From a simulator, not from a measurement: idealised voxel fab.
process module | voxel capacitor over wiring
Shown is cross-section cut, with a width of 250 nm and square cells of size 5 nm.
Cross-section = grid of square cells, listed top down in bands; band = one or more rows.
The entry gives the band's vertical extent as a top height and a bottom height in nm, then its horizontal make-up as materials from left to right, each with a width in nm. "empty" stands for empty space; a single material marked "throughout" fills the band edge to edge.
Heights are expressed relative to 0, this being the level below which the as-received wafer comprises one material exclusively. The lowest band is unbounded in the downward direction and is denoted as in "0 and below".
A two-number width, for instance "30 to 40", indicates that the width is equal to the first number in the top row of the band and to the second number in the bottom row, and that it changes by a constant amount per row of cells.
"left unchanged", as given for a step, is the statement that not any cell of the cross-section underwent a change during that step.
The entry "Enclosed void entries" lists the empty spaces that cover at least 8 cells and have no open path to the top. Each is written as width x height at distance, where the distance is measured from the left edge and all three values are in nm.
Post-settings text on a step line: simulator's own remark regarding the step.
"overlay nm", when on a step's line for a step with a mask, measures how far to the right of its planned place the mask lay; a negative measure means to the left.

### Process steps - plan
- 1: RECEIVE [material Si]
- 2: CONFORMAL_DEP [material SiO2] [thk nm 15]
- 3: DIRECTIONAL_DEP [material TiN] [thk nm 5]
- 4: DIRECTIONAL_DEP [material W] [thk nm 20]
- 5: PATTERN [tone cover] [mask id METAL_1] [material resist] [width nm 30] [pitch nm 100] [thk nm 15] [overlay nm 0]
- 6: DIRECTIONAL_ETCH [etch materials W] [depth nm 20]
- 7: DIRECTIONAL_ETCH [etch materials TiN] [depth nm 5]
- 8: STRIP [etch materials resist]
- 9: FILL_DEP [material SiO2] [thk nm 5]
- 10: CMP [height nm 40]
- 11: CONFORMAL_DEP [material SiCN] [thk nm 5]
- 12: DIRECTIONAL_DEP [material SiO2] [thk nm 20]
- 13: PATTERN [tone open] [mask id PLUG_1] [material resist] [width nm 15] [thk nm 15] [overlay nm 0]
- 14: DIRECTIONAL_ETCH [etch materials SiO2] [depth nm 20]
- 15: DIRECTIONAL_ETCH [etch materials SiCN] [depth nm 5]
- 16: STRIP [etch materials resist]
- 17: EPI [material Ru] [thk nm 10]
- 18: EPI [material Ru] [thk nm 10]
- 19: EPI [material Ru] [thk nm 5]
- 20: DIRECTIONAL_DEP [material TiN] [thk nm 10]
- 21: DIRECTIONAL_DEP [material HfO2] [thk nm 5]
- 22: DIRECTIONAL_DEP [material TiN] [thk nm 10]
- 23: DIRECTIONAL_DEP [material aC] [thk nm 15]
- 24: PATTERN [tone cover] [mask id UPPER_PLATE] [material resist] [width nm 75] [thk nm 35] [overlay nm 0]
- 25: DIRECTIONAL_ETCH [etch materials aC] [depth nm 15]
- 26: STRIP [etch materials resist]
- 27: DIRECTIONAL_ETCH [etch materials TiN] [depth nm 10]
- 28: DIRECTIONAL_ETCH [etch materials HfO2] [depth nm 5]
- 29: STRIP [etch materials aC]
- 30: DIRECTIONAL_DEP [material aC] [thk nm 15]
- 31: PATTERN [tone cover] [mask id LOWER_PLATE] [material resist] [width nm 85] [thk nm 35] [overlay nm 0]
- 32: DIRECTIONAL_ETCH [etch materials aC] [depth nm 15]
- 33: STRIP [etch materials resist]
- 34: DIRECTIONAL_ETCH [etch materials TiN] [depth nm 10]
- 35: STRIP [etch materials aC]
- 36: FILL_DEP [material SiO2] [thk nm 15]
- 37: CMP [height nm 100]
- 38: DIRECTIONAL_DEP [material aC] [thk nm 15]
- 39: PATTERN [tone open] [mask id PLUG_2] [material resist] [width nm 15] [thk nm 30] [overlay nm 0]
- 40: DIRECTIONAL_ETCH [etch materials aC] [depth nm 15]
- 41: STRIP [etch materials resist]
- 42: DIRECTIONAL_ETCH [etch materials SiO2] [depth nm 10]
- 43: STRIP [etch materials aC]
- 44: CONFORMAL_DEP [material TiN] [thk nm 5]
- 45: FILL_DEP [material W] [thk nm 5]
- 46: CMP [height nm 100]
- 47: CONFORMAL_DEP [material SiCN] [thk nm 5]

### Cross-section, incoming material, after step 1
- 0 and below = Si throughout
- Enclosed void entries: none

### End-of-module XS, first of two wafers, run as planned
- 105 down to 100 = SiCN throughout
- 100 down to 95 = 85 of SiO2, 5 of TiN, 5 of W, 5 of TiN, 150 of SiO2
- 95 down to 90 = 85 of SiO2, 15 of TiN, 150 of SiO2
- 90 down to 80 = 75 of SiO2, 75 of TiN, 100 of SiO2
- 80 down to 75 = 75 of SiO2, 75 of HfO2, 100 of SiO2
- 75 down to 65 = 70 of SiO2, 85 of TiN, 95 of SiO2
- 65 down to 45 = 75 of SiO2, 15 of Ru, 160 of SiO2
- 45 down to 40 = 75 of SiCN, 15 of Ru, 160 of SiCN
- 40 down to 20 = 60 of SiO2, 30 of W, 70 of SiO2, 30 of W, 60 of SiO2
- 20 down to 15 = 60 of SiO2, 30 of TiN, 70 of SiO2, 30 of TiN, 60 of SiO2
- 15 down to 0 = SiO2 throughout
- 0 and below = Si throughout
- Enclosed void entries: none

### End of module, second wafer, cross-section. Started like the first, planned like the first, run with one mistake
- 100 down to 95 = SiCN throughout
- 95 down to 90 = 85 of SiO2, 15 of TiN, 150 of SiO2
- 90 down to 80 = 75 of SiO2, 75 of TiN, 100 of SiO2
- 80 down to 75 = 75 of SiO2, 75 of HfO2, 100 of SiO2
- 75 down to 65 = 70 of SiO2, 85 of TiN, 95 of SiO2
- 65 down to 45 = 75 of SiO2, 15 of Ru, 160 of SiO2
- 45 down to 40 = 75 of SiCN, 15 of Ru, 160 of SiCN
- 40 down to 20 = 60 of SiO2, 30 of W, 70 of SiO2, 30 of W, 60 of SiO2
- 20 down to 15 = 60 of SiO2, 30 of TiN, 70 of SiO2, 30 of TiN, 60 of SiO2
- 15 down to 0 = SiO2 throughout
- 0 and below = Si throughout
- Enclosed void entries: none
Finding, execution versus plan: planned and actual differ for step 46; actual: CMP [height nm 95]
at the end the second wafer has, in cells: -47 SiO2; -2 TiN; -1 W
